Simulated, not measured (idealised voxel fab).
This is a process module. Its name is voxel capacitor over wiring.
Cross-section cut: width 295 nm, square cells of 5 nm.
Each cross-section below is a grid of square cells, stated as bands in top-down order, with one or more rows of cells making up each band.
For a band, the entry starts with two heights in nm, that of the top and then that of the bottom, and carries on with the band's materials in order from left to right, each alongside its width in nm; the word "everywhere" beside a single material means it fills the band edge to edge, and "empty" means empty space.
Height reference: 0 = level under which incoming wafer is all one material. Lowest band: no bottom, runs on downward, e.g. "from 0 down".
Think of "30 to 40" as a width that walks from the first number to the second as you go down the band, top row to bottom row, taking equal-sized steps from row to row.
"no modifications" after a step means that no cell of the cross-section changed.
What "Completely enclosed voids" gives you is every empty space of 8 cells or more that is cut off from the top. Each appears as width x height at distance, with the distance taken from the left edge and width, height and distance all in nm.
If you see something after the settings on a step's line, that's the simulator's own remark about that step.
Steps that use a mask can have "overlay nm" on their line. It says how far the mask sat to the right of where it was meant to be. Negative means to the left.

### These are the steps we planned for the process
1 RECEIVE (material Si)
2 CONFORMAL_DEP (material SiO2; thk nm 10)
3 CONFORMAL_DEP (material SiN; thk nm 5)
4 DIRECTIONAL_DEP (material SiO2; thk nm 20)
5 PATTERN (tone open; mask id METAL_1; material resist; width nm 20; pitch nm 90; thk nm 15; overlay nm 0)
6 DIRECTIONAL_ETCH (etch materials SiO2; depth nm 20)
7 DIRECTIONAL_ETCH (etch materials SiN; depth nm 5)
8 STRIP (etch materials resist)
9 CONFORMAL_DEP (material TiN; thk nm 5)
10 FILL_DEP (material W; thk nm 5)
11 CMP (height nm 35)
12 CONFORMAL_DEP (material SiCN; thk nm 5)
13 DIRECTIONAL_DEP (material lowk; thk nm 10)
14 PATTERN (tone open; mask id PLUG_1; material resist; width nm 15; thk nm 15; overlay nm 0)
15 DIRECTIONAL_ETCH (etch materials lowk; depth nm 10)
16 DIRECTIONAL_ETCH (etch materials SiCN; depth nm 5)
17 STRIP (etch materials resist)
18 CONFORMAL_DEP (material TiN; thk nm 5)
19 FILL_DEP (material W; thk nm 10)
20 CMP (height nm 50)
21 DIRECTIONAL_DEP (material TiN; thk nm 10)
22 DIRECTIONAL_DEP (material Al2O3; thk nm 5)
23 DIRECTIONAL_DEP (material TiN; thk nm 5)
24 DIRECTIONAL_DEP (material aC; thk nm 15)
25 PATTERN (tone cover; mask id UPPER_PLATE; material resist; width nm 75; thk nm 35; overlay nm 0)
26 DIRECTIONAL_ETCH (etch materials aC; depth nm 15)
27 STRIP (etch materials resist)
28 DIRECTIONAL_ETCH (etch materials TiN; depth nm 5)
29 DIRECTIONAL_ETCH (etch materials Al2O3; depth nm 5)
30 STRIP (etch materials aC)
31 PATTERN (tone cover; mask id LOWER_PLATE; material resist; width nm 85; thk nm 20; overlay nm 0)
32 DIRECTIONAL_ETCH (etch materials TiN; depth nm 10)
33 STRIP (etch materials resist)
34 FILL_DEP (material SiO2; thk nm 20)
35 CMP (height nm 85)
36 PATTERN (tone open; mask id PLUG_2; material resist; width nm 15; thk nm 20; overlay nm 0)
37 DIRECTIONAL_ETCH (etch materials SiO2; depth nm 15)
38 STRIP (etch materials resist)
39 CONFORMAL_DEP (material TiN; thk nm 5)
40 FILL_DEP (material W; thk nm 10)
41 CMP (height nm 85)
42 CONFORMAL_DEP (material SiN; thk nm 5)

### Below: the first of two wafers, run as planned

### Shown in cross-section is the wafer as received, that is, as it stands after step 1
  from 0 down: Si everywhere
  Completely enclosed voids: none

### Wafer after step 2 (cross-section)
  from 10 to 0: SiO2 everywhere
  Below 0, no change.

### Wafer after step 3 (cross-section)
  from 15 to 10: SiN everywhere
  Below 10, no change.

### Wafer after step 4 (cross-section)
  from 35 to 15: SiO2 everywhere
  Below 15, no change.

### Wafer after step 5 (cross-section)
  from 50 to 35: 90 nm resist, then 20 nm empty, then 70 nm resist, then 20 nm empty, then 95 nm resist
  Below 35, no change.

### Wafer after step 6 (cross-section)
  from 50 to 35: 90 nm resist, then 20 nm empty, then 70 nm resist, then 20 nm empty, then 95 nm resist
  from 35 to 15: 90 nm SiO2, then 20 nm empty, then 70 nm SiO2, then 20 nm empty, then 95 nm SiO2
  Below 15, no change.

### Wafer after step 7 (cross-section)
  from 50 to 35: 90 nm resist, then 20 nm empty, then 70 nm resist, then 20 nm empty, then 95 nm resist
  from 35 to 15: 90 nm SiO2, then 20 nm empty, then 70 nm SiO2, then 20 nm empty, then 95 nm SiO2
  from 15 to 10: 90 nm SiN, then 20 nm empty, then 70 nm SiN, then 20 nm empty, then 95 nm SiN
  Below 10, no change.

### Wafer after step 8 (cross-section)
  from 35 to 15: 90 nm SiO2, then 20 nm empty, then 70 nm SiO2, then 20 nm empty, then 95 nm SiO2
  Below 15, no change.

### Wafer after step 9 (cross-section)
  from 40 to 35: 95 nm TiN, then 10 nm empty, then 80 nm TiN, then 10 nm empty, then 100 nm TiN
  from 35 to 15: 90 nm SiO2, then 5 nm TiN, then 10 nm empty, then 5 nm TiN, then 70 nm SiO2, then 5 nm TiN, then 10 nm empty, then 5 nm TiN, then 95 nm SiO2
  from 15 to 10: 90 nm SiN, then 20 nm TiN, then 70 nm SiN, then 20 nm TiN, then 95 nm SiN
  Below 10, no change.

### Wafer after step 10 (cross-section)
  from 45 to 40: W everywhere
  from 40 to 35: 95 nm TiN, then 10 nm W, then 80 nm TiN, then 10 nm W, then 100 nm TiN
  from 35 to 15: 90 nm SiO2, then 5 nm TiN, then 10 nm W, then 5 nm TiN, then 70 nm SiO2, then 5 nm TiN, then 10 nm W, then 5 nm TiN, then 95 nm SiO2
  Below 15, no change.

### Wafer after step 11 (cross-section)
  from 35 to 15: 90 nm SiO2, then 5 nm TiN, then 10 nm W, then 5 nm TiN, then 70 nm SiO2, then 5 nm TiN, then 10 nm W, then 5 nm TiN, then 95 nm SiO2
  Below 15, no change.

### Wafer after step 12 (cross-section)
  from 40 to 35: SiCN everywhere
  Below 35, no change.

### Wafer after step 13 (cross-section)
  from 50 to 40: lowk everywhere
  Below 40, no change.

### Wafer after step 14 (cross-section)
  from 65 to 50: 95 nm resist, then 15 nm empty, then 185 nm resist
  Below 50, no change.

### Wafer after step 15 (cross-section)
  from 65 to 50: 95 nm resist, then 15 nm empty, then 185 nm resist
  from 50 to 40: 95 nm lowk, then 15 nm empty, then 185 nm lowk
  Below 40, no change.

### Wafer after step 16 (cross-section)
  from 65 to 50: 95 nm resist, then 15 nm empty, then 185 nm resist
  from 50 to 40: 95 nm lowk, then 15 nm empty, then 185 nm lowk
  from 40 to 35: 95 nm SiCN, then 15 nm empty, then 185 nm SiCN
  Below 35, no change.

### Wafer after step 17 (cross-section)
  from 50 to 40: 95 nm lowk, then 15 nm empty, then 185 nm lowk
  Below 40, no change.

### Wafer after step 18 (cross-section)
  from 55 to 50: 100 nm TiN, then 5 nm empty, then 190 nm TiN
  from 50 to 40: 95 nm lowk, then 5 nm TiN, then 5 nm empty, then 5 nm TiN, then 185 nm lowk
  from 40 to 35: 95 nm SiCN, then 15 nm TiN, then 185 nm SiCN
  Below 35, no change.

### Wafer after step 19 (cross-section)
  from 65 to 55: W everywhere
  from 55 to 50: 100 nm TiN, then 5 nm W, then 190 nm TiN
  from 50 to 40: 95 nm lowk, then 5 nm TiN, then 5 nm W, then 5 nm TiN, then 185 nm lowk
  Below 40, no change.

### Wafer after step 20 (cross-section)
  from 50 to 40: 95 nm lowk, then 5 nm TiN, then 5 nm W, then 5 nm TiN, then 185 nm lowk
  Below 40, no change.

### Wafer after step 21 (cross-section)
  from 60 to 50: TiN everywhere
  Below 50, no change.

### Wafer after step 22 (cross-section)
  from 65 to 60: Al2O3 everywhere
  Below 60, no change.

### Wafer after step 23 (cross-section)
  from 70 to 65: TiN everywhere
  Below 65, no change.

### Wafer after step 24 (cross-section)
  from 85 to 70: aC everywhere
  Below 70, no change.

### Wafer after step 25 (cross-section)
  from 120 to 85: 95 nm empty, then 75 nm resist, then 125 nm empty
  Below 85, no change.

### Wafer after step 26 (cross-section)
  from 105 to 85: 95 nm empty, then 75 nm resist, then 125 nm empty
  from 85 to 70: 95 nm empty, then 75 nm aC, then 125 nm empty
  Below 70, no change.

### Wafer after step 27 (cross-section)
  from 85 to 70: 95 nm empty, then 75 nm aC, then 125 nm empty
  Below 70, no change.

### Wafer after step 28 (cross-section)
  from 85 to 70: 95 nm empty, then 75 nm aC, then 125 nm empty
  from 70 to 65: 95 nm empty, then 75 nm TiN, then 125 nm empty
  Below 65, no change.

### Wafer after step 29 (cross-section)
  from 85 to 70: 95 nm empty, then 75 nm aC, then 125 nm empty
  from 70 to 65: 95 nm empty, then 75 nm TiN, then 125 nm empty
  from 65 to 60: 95 nm empty, then 75 nm Al2O3, then 125 nm empty
  Below 60, no change.

### Wafer after step 30 (cross-section)
  from 70 to 65: 95 nm empty, then 75 nm TiN, then 125 nm empty
  Below 65, no change.

### Wafer after step 31 (cross-section)
  from 90 to 70: 90 nm empty, then 85 nm resist, then 120 nm empty
  from 70 to 65: 90 nm empty, then 5 nm resist, then 75 nm TiN, then 5 nm resist, then 120 nm empty
  from 65 to 60: 90 nm empty, then 5 nm resist, then 75 nm Al2O3, then 5 nm resist, then 120 nm empty
  Below 60, no change.

### Wafer after step 32 (cross-section)
  from 90 to 70: 90 nm empty, then 85 nm resist, then 120 nm empty
  from 70 to 65: 90 nm empty, then 5 nm resist, then 75 nm TiN, then 5 nm resist, then 120 nm empty
  from 65 to 60: 90 nm empty, then 5 nm resist, then 75 nm Al2O3, then 5 nm resist, then 120 nm empty
  from 60 to 50: 90 nm empty, then 85 nm TiN, then 120 nm empty
  Below 50, no change.

### Wafer after step 33 (cross-section)
  from 70 to 65: 95 nm empty, then 75 nm TiN, then 125 nm empty
  from 65 to 60: 95 nm empty, then 75 nm Al2O3, then 125 nm empty
  Below 60, no change.

### Wafer after step 34 (cross-section)
  from 90 to 70: SiO2 everywhere
  from 70 to 65: 95 nm SiO2, then 75 nm TiN, then 125 nm SiO2
  from 65 to 60: 95 nm SiO2, then 75 nm Al2O3, then 125 nm SiO2
  from 60 to 50: 90 nm SiO2, then 85 nm TiN, then 120 nm SiO2
  Below 50, no change.

### Wafer after step 35 (cross-section)
  from 85 to 70: SiO2 everywhere
  Below 70, no change.

### Wafer after step 36 (cross-section)
  from 105 to 85: 105 nm resist, then 15 nm empty, then 175 nm resist
  Below 85, no change.

### Wafer after step 37 (cross-section)
  from 105 to 85: 105 nm resist, then 15 nm empty, then 175 nm resist
  from 85 to 70: 105 nm SiO2, then 15 nm empty, then 175 nm SiO2
  Below 70, no change.

### Wafer after step 38 (cross-section)
  from 85 to 70: 105 nm SiO2, then 15 nm empty, then 175 nm SiO2
  Below 70, no change.

### Wafer after step 39 (cross-section)
  from 90 to 85: 110 nm TiN, then 5 nm empty, then 180 nm TiN
  from 85 to 75: 105 nm SiO2, then 5 nm TiN, then 5 nm empty, then 5 nm TiN, then 175 nm SiO2
  from 75 to 65: 105 to 95 nm SiO2, then 15 to 75 nm TiN, then 175 to 125 nm SiO2
  Below 65, no change.

### Wafer after step 40 (cross-section)
  from 100 to 90: W everywhere
  from 90 to 85: 110 nm TiN, then 5 nm W, then 180 nm TiN
  from 85 to 75: 105 nm SiO2, then 5 nm TiN, then 5 nm W, then 5 nm TiN, then 175 nm SiO2
  Below 75, no change.

### Wafer after step 41 (cross-section)
  from 85 to 75: 105 nm SiO2, then 5 nm TiN, then 5 nm W, then 5 nm TiN, then 175 nm SiO2
  Below 75, no change.

### Wafer after step 42 (cross-section)
  from 90 to 85: SiN everywhere
  Below 85, no change.

### Second wafer - shared start and plan with the first - one error in running - same as the first up to step 21 inclusive

### Second wafer, cross-section, planned end of step 22
  from 65 to 50: TiN everywhere
  Below 50, no change.

### Second wafer, cross-section, planned end of step 23
  from 70 to 65: Al2O3 everywhere
  Below 65, no change.

### Second wafer, cross-section, planned end of step 24
  from 85 to 70: aC everywhere
  Below 70, no change.

### Second wafer, cross-section, planned end of step 25
  from 120 to 85: 95 nm empty, then 75 nm resist, then 125 nm empty
  Below 85, no change.

### Second wafer, cross-section, planned end of step 26
  from 105 to 85: 95 nm empty, then 75 nm resist, then 125 nm empty
  from 85 to 70: 95 nm empty, then 75 nm aC, then 125 nm empty
  Below 70, no change.

### Second wafer, cross-section, planned end of step 27
  from 85 to 70: 95 nm empty, then 75 nm aC, then 125 nm empty
  Below 70, no change.

Second wafer, cross-section, planned end of step 28: no modifications

### Second wafer, cross-section, planned end of step 29
  from 85 to 70: 95 nm empty, then 75 nm aC, then 125 nm empty
  from 70 to 65: 95 nm empty, then 75 nm Al2O3, then 125 nm empty
  Below 65, no change.

### Second wafer, cross-section, planned end of step 30
  from 70 to 65: 95 nm empty, then 75 nm Al2O3, then 125 nm empty
  Below 65, no change.

### Second wafer, cross-section, planned end of step 31
  from 90 to 70: 90 nm empty, then 85 nm resist, then 120 nm empty
  from 70 to 65: 90 nm empty, then 5 nm resist, then 75 nm Al2O3, then 5 nm resist, then 120 nm empty
  Below 65, no change.

### Second wafer, cross-section, planned end of step 32
  from 90 to 70: 90 nm empty, then 85 nm resist, then 120 nm empty
  from 70 to 65: 90 nm empty, then 5 nm resist, then 75 nm Al2O3, then 5 nm resist, then 120 nm empty
  from 65 to 55: 90 nm empty, then 85 nm TiN, then 120 nm empty
  Below 55, no change.

### Second wafer, cross-section, planned end of step 33
  from 70 to 65: 95 nm empty, then 75 nm Al2O3, then 125 nm empty
  Below 65, no change.

### Second wafer, cross-section, planned end of step 34
  from 90 to 70: SiO2 everywhere
  from 70 to 65: 95 nm SiO2, then 75 nm Al2O3, then 125 nm SiO2
  from 65 to 55: 90 nm SiO2, then 85 nm TiN, then 120 nm SiO2
  Below 55, no change.

### Second wafer, cross-section, planned end of step 35
  from 85 to 70: SiO2 everywhere
  Below 70, no change.

### Second wafer, cross-section, planned end of step 36
  from 105 to 85: 105 nm resist, then 15 nm empty, then 175 nm resist
  Below 85, no change.

### Second wafer, cross-section, planned end of step 37
  from 105 to 85: 105 nm resist, then 15 nm empty, then 175 nm resist
  from 85 to 70: 105 nm SiO2, then 15 nm empty, then 175 nm SiO2
  Below 70, no change.

### Second wafer, cross-section, planned end of step 38
  from 85 to 70: 105 nm SiO2, then 15 nm empty, then 175 nm SiO2
  Below 70, no change.

### Second wafer, cross-section, planned end of step 39
  from 90 to 85: 110 nm TiN, then 5 nm empty, then 180 nm TiN
  from 85 to 75: 105 nm SiO2, then 5 nm TiN, then 5 nm empty, then 5 nm TiN, then 175 nm SiO2
  from 75 to 70: 105 nm SiO2, then 15 nm TiN, then 175 nm SiO2
  Below 70, no change.

### Second wafer, cross-section, planned end of step 40
  from 100 to 90: W everywhere
  from 90 to 85: 110 nm TiN, then 5 nm W, then 180 nm TiN
  from 85 to 75: 105 nm SiO2, then 5 nm TiN, then 5 nm W, then 5 nm TiN, then 175 nm SiO2
  Below 75, no change.

### Second wafer, cross-section, planned end of step 41
  from 85 to 75: 105 nm SiO2, then 5 nm TiN, then 5 nm W, then 5 nm TiN, then 175 nm SiO2
  Below 75, no change.

### Second wafer, cross-section, planned end of step 42
  from 90 to 85: SiN everywhere
  Below 85, no change.
What went wrong in running the wafer? steps 22 and 23 swapped
Final comparison by cell count, materials where the second wafer has more or fewer than the first: -44 SiO2; +44 TiN
